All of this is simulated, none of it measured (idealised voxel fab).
This section sets out a process module, namely voxel wiring stack.
Cross-sectional view cut (width: 145 nm; square cell size: 5 nm).
Cross-section format: a grid of square cells, given as bands from top to bottom; each band is one or more rows of cells. It is stipulated that each band's entry specify, in nanometres, the height of the top of the band and then that of its bottom, followed by the materials of the band in left-to-right sequence, each together with its width in nanometres. A single material marked by the word "edge to edge" is understood to fill the band from edge to edge; the word "blank" is understood to denote empty space. We count height from 0. Below that, the starting wafer is all one material. The lowest band never ends at the bottom but goes on down; see "0 nm and below" for how that is written. Top row gets the first number, bottom row gets the second, and each row in between changes by the same step: that is how a band width like "30->40" works. Step marked "nothing different"? Then no cell in the cross-section changed in it. You'll see "Fully sealed voids" listing empty spaces that have no way open to the top, as long as they're 8 cells or more; the notation is width x height at distance, where the distance is from the left edge, and all of it is in nm. Past the settings on a step's line: simulator remark, on that step. overlay nm, on a step with a mask: how far to the right of its planned place the mask lay; to the left if negative.
# This section lists the process steps that were planned
1,RECEIVE: material Si
2,CONFORMAL_DEP: material SiO2, thk nm 10
3,DIRECTIONAL_DEP: material TiN, thk nm 5
4,DIRECTIONAL_DEP: material W, thk nm 15
5,DIRECTIONAL_DEP: material aC, thk nm 15
6,PATTERN: tone cover, mask id METAL_1, material resist, width nm 25, pitch nm 55, thk nm 30, overlay nm 0
7,DIRECTIONAL_ETCH: etch materials aC, depth nm 15
8,STRIP: etch materials resist
9,DIRECTIONAL_ETCH: etch materials W, depth nm 15
10,DIRECTIONAL_ETCH: etch materials TiN, depth nm 5
11,STRIP: etch materials aC
12,CONFORMAL_DEP: material SiCN, thk nm 5
13,FILL_DEP: material SiO2, thk nm 5
14,CMP: height nm 30
15,CONFORMAL_DEP: material SiCN, thk nm 5
16,DIRECTIONAL_DEP: material SiO2, thk nm 35
17,MASKED_ETCH: tone open, mask id METAL_2_HOLES, width nm 15, etch materials SiO2, depth nm 35, overlay nm 0
18,PATTERN: tone open, mask id METAL_2, material resist, width nm 25, pitch nm 55, thk nm 20, overlay nm 0
19,DIRECTIONAL_ETCH: etch materials SiO2, depth nm 20
20,DIRECTIONAL_ETCH: etch materials SiCN, depth nm 5
21,STRIP: etch materials resist
22,CONFORMAL_DEP: material TiN, thk nm 5
23,FILL_DEP: material Ru, thk nm 10
24,CMP: height nm 70
25,CONFORMAL_DEP: material SiCN, thk nm 5
26,DIRECTIONAL_DEP: material SiO2, thk nm 20
27,DIRECTIONAL_DEP: material aC, thk nm 10
28,PATTERN: tone open, mask id PLUG_2, material resist, width nm 15, thk nm 25, overlay nm 0
29,DIRECTIONAL_ETCH: etch materials aC, depth nm 10
30,STRIP: etch materials resist
31,DIRECTIONAL_ETCH: etch materials SiO2, depth nm 20
32,DIRECTIONAL_ETCH: etch materials SiCN, depth nm 5
33,STRIP: etch materials aC
34,EPI: material Ru, thk nm 10
35,EPI: material Ru, thk nm 10
36,EPI: material Ru, thk nm 5
37,DIRECTIONAL_DEP: material TiN, thk nm 5
38,DIRECTIONAL_DEP: material Ru, thk nm 15
39,PATTERN: tone cover, mask id METAL_3, material resist, width nm 25, pitch nm 55, thk nm 15, overlay nm -15
40,DIRECTIONAL_ETCH: etch materials Ru, depth nm 15
41,DIRECTIONAL_ETCH: etch materials TiN, depth nm 5
42,STRIP: etch materials resist
43,FILL_DEP: material SiO2, thk nm 10
44,CMP: height nm 115
45,CONFORMAL_DEP: material SiN, thk nm 5
The overlay nm used in step 39 is not the same on every wafer, whereas the starting condition is; the value printed in the plan is the first wafer's.
# As-received cross-section, first of several wafers, post step 1
- 0 nm and below | Si edge to edge
- Fully sealed voids: none
# Cross-section of the first of several wafers once the module has run through its last step, step 45
- 120 nm to 115 nm | SiN edge to edge
- 115 nm to 100 nm | SiO2 15 / Ru 25 / SiO2 30 / Ru 25 / SiO2 50
- 100 nm to 95 nm | SiO2 15 / TiN 25 / SiO2 30 / TiN 25 / SiO2 50
- 95 nm to 75 nm | SiO2 30 / Ru 15 / SiO2 100
- 75 nm to 70 nm | SiCN 30 / Ru 15 / SiCN 100
- 70 nm to 55 nm | SiO2 30 / TiN 5 / Ru 15 / TiN 5 / SiO2 30 / TiN 5 / Ru 15 / TiN 5 / SiO2 35
- 55 nm to 50 nm | SiO2 30 / TiN 5 / Ru 5 / TiN 15 / SiO2 30 / TiN 25 / SiO2 35
- 50 nm to 35 nm | SiO2 30 / TiN 5 / Ru 5 / TiN 5 / SiO2 100
- 35 nm to 30 nm | SiCN 30 / TiN 15 / SiCN 100
- 30 nm to 15 nm | SiO2 25 / SiCN 5 / W 25 / SiCN 5 / SiO2 20 / SiCN 5 / W 25 / SiCN 5 / SiO2 30
- 15 nm to 10 nm | SiCN 30 / TiN 25 / SiCN 30 / TiN 25 / SiCN 35
- 10 nm to 0 nm | SiO2 edge to edge
- 0 nm and below | Si edge to edge
- Fully sealed voids: none
# Cross-sectional depiction of the last of several wafers upon completion of the module
- 120 nm to 115 nm | SiN edge to edge
- 115 nm to 100 nm | SiO2 45 / Ru 25 / SiO2 30 / Ru 25 / SiO2 20
- 100 nm to 95 nm | SiO2 45 / TiN 25 / SiO2 30 / TiN 25 / SiO2 20
- 95 nm to 75 nm | SiO2 30 / Ru 15 / SiO2 100
- 75 nm to 70 nm | SiCN 30 / Ru 15 / SiCN 100
- 70 nm to 55 nm | SiO2 30 / TiN 5 / Ru 15 / TiN 5 / SiO2 30 / TiN 5 / Ru 15 / TiN 5 / SiO2 35
- 55 nm to 50 nm | SiO2 30 / TiN 5 / Ru 5 / TiN 15 / SiO2 30 / TiN 25 / SiO2 35
- 50 nm to 35 nm | SiO2 30 / TiN 5 / Ru 5 / TiN 5 / SiO2 100
- 35 nm to 30 nm | SiCN 30 / TiN 15 / SiCN 100
- 30 nm to 15 nm | SiO2 25 / SiCN 5 / W 25 / SiCN 5 / SiO2 20 / SiCN 5 / W 25 / SiCN 5 / SiO2 30
- 15 nm to 10 nm | SiCN 30 / TiN 25 / SiCN 30 / TiN 25 / SiCN 35
- 10 nm to 0 nm | SiO2 edge to edge
- 0 nm and below | Si edge to edge
- Fully sealed voids: none
# For your reference, the table is organized with a row per wafer; each row reflects the wafer at the end of the module, indicating for each material the cells gained (+) or lost (-) since receipt, and thereafter its closed voids
overlay nm -15, +67 Ru, +83 SiCN, +29 SiN, +437 SiO2, +50 TiN, +30 W, Fully sealed voids: none
overlay nm -10, +67 Ru, +83 SiCN, +29 SiN, +437 SiO2, +50 TiN, +30 W, Fully sealed voids: none
overlay nm -5, +67 Ru, +83 SiCN, +29 SiN, +437 SiO2, +50 TiN, +30 W, Fully sealed voids: none
overlay nm 0, +67 Ru, +83 SiCN, +29 SiN, +437 SiO2, +50 TiN, +30 W, Fully sealed voids: none
overlay nm 5, +67 Ru, +83 SiCN, +29 SiN, +437 SiO2, +50 TiN, +30 W, Fully sealed voids: none
overlay nm 10, +67 Ru, +83 SiCN, +29 SiN, +437 SiO2, +50 TiN, +30 W, Fully sealed voids: none
overlay nm 15, +67 Ru, +83 SiCN, +29 SiN, +437 SiO2, +50 TiN, +30 W, Fully sealed voids: none
